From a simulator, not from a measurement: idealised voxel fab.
Proc. module: voxel self aligned vias
Section shown: cut. Width: 285 nm. Cell size: 5 nm, square.
The cross-sections in this document take the form of a grid made of square cells. They are written out as bands, in order from top to bottom. Each band consists of one or more rows of cells. Within each band entry, the heights of the top and of the bottom of the band appear first, in that order and in nm; the materials of the band then follow from left to right, each with its corresponding width in nm. The designation "edge to edge" on a single material indicates that it fills the band from edge to edge; the designation "air" indicates empty space. Heights are measured from 0, the level below which the as-received wafer is all one material; the lowest band has no bottom and continues downward, written as in "0 down". Note: "30->40" means the width goes from the first number (top row of the band) to the second number (bottom row) in equal steps per row of cells. For the purposes of this document, the phrase "same as before" attached to a step denotes that no cell within the cross-section was modified by that step. "Enclosed void list" enumerates empty spaces isolated from the top, with no open way to it, that contain at least 8 cells, giving each as width x height at distance from the left edge, all three in nm. What comes after the settings on a step's line is commentary from the simulator itself on that step. The line of a step may include "overlay nm". On a step with a mask, this value is how far to the right of its planned place the mask lay. A negative value means the mask lay to the left.
# Process steps foreseen in the plan
1: RECEIVE, material Si
2: CONFORMAL_DEP, material SiO2, thk nm 15
3: CONFORMAL_DEP, material SiCN, thk nm 5
4: DIRECTIONAL_DEP, material lowk, thk nm 25
5: PATTERN, tone open, mask id LINES, material resist, width nm 30, pitch nm 70, thk nm 20, overlay nm 0
6: DIRECTIONAL_ETCH, etch materials lowk, depth nm 25
7: STRIP, etch materials resist
8: CONFORMAL_DEP, material TiN, thk nm 5
9: FILL_DEP, material Ru, thk nm 10
10: CMP, height nm 45
11: SELECTIVE_ETCH, etch materials W Ru TiN, depth nm 5
12: FILL_DEP, material SiN, thk nm 10
13: CMP, height nm 45
14: DIRECTIONAL_DEP, material lowk, thk nm 20
15: PATTERN, tone open, mask id VIAS, material resist, width nm 40, pitch nm 70, thk nm 15, overlay nm 0
16: DIRECTIONAL_ETCH, etch materials lowk, depth nm 20
17: DIRECTIONAL_ETCH, etch materials SiN, depth nm 5
18: STRIP, etch materials resist
19: CONFORMAL_DEP, material TiN, thk nm 5
20: FILL_DEP, material Cu, thk nm 10
21: CMP, height nm 55
22: CONFORMAL_DEP, material SiN, thk nm 5
Heads up: all these wafers start the same, and what changes between them is the height nm in step 21. The value you see in the plan is just what the first wafer got.
# Sectional view: first of several wafers, as received, after step 1
* 0 down  Si edge to edge
* Enclosed void list: none
# Below is a per-wafer table. In it, each row describes the wafer at the end of the module by giving, for each material, the number of cells gained (+) or lost (-) since the wafer was received, and after that the closed voids of the wafer
height nm 55; +20 Cu; +24 Ru; +57 SiCN; +57 SiN; +171 SiO2; +48 TiN; +307 lowk; Enclosed void list: none
height nm 60; +32 Cu; +24 Ru; +57 SiCN; +57 SiN; +171 SiO2; +52 TiN; +348 lowk; Enclosed void list: none
height nm 65; +44 Cu; +24 Ru; +57 SiCN; +57 SiN; +171 SiO2; +56 TiN; +389 lowk; Enclosed void list: none
height nm 70; +56 Cu; +24 Ru; +57 SiCN; +57 SiN; +171 SiO2; +101 TiN; +389 lowk; Enclosed void list: none
height nm 75; +113 Cu; +24 Ru; +57 SiCN; +57 SiN; +171 SiO2; +101 TiN; +389 lowk; Enclosed void list: none
height nm 80; +170 Cu; +24 Ru; +57 SiCN; +57 SiN; +171 SiO2; +101 TiN; +389 lowk; Enclosed void list: none
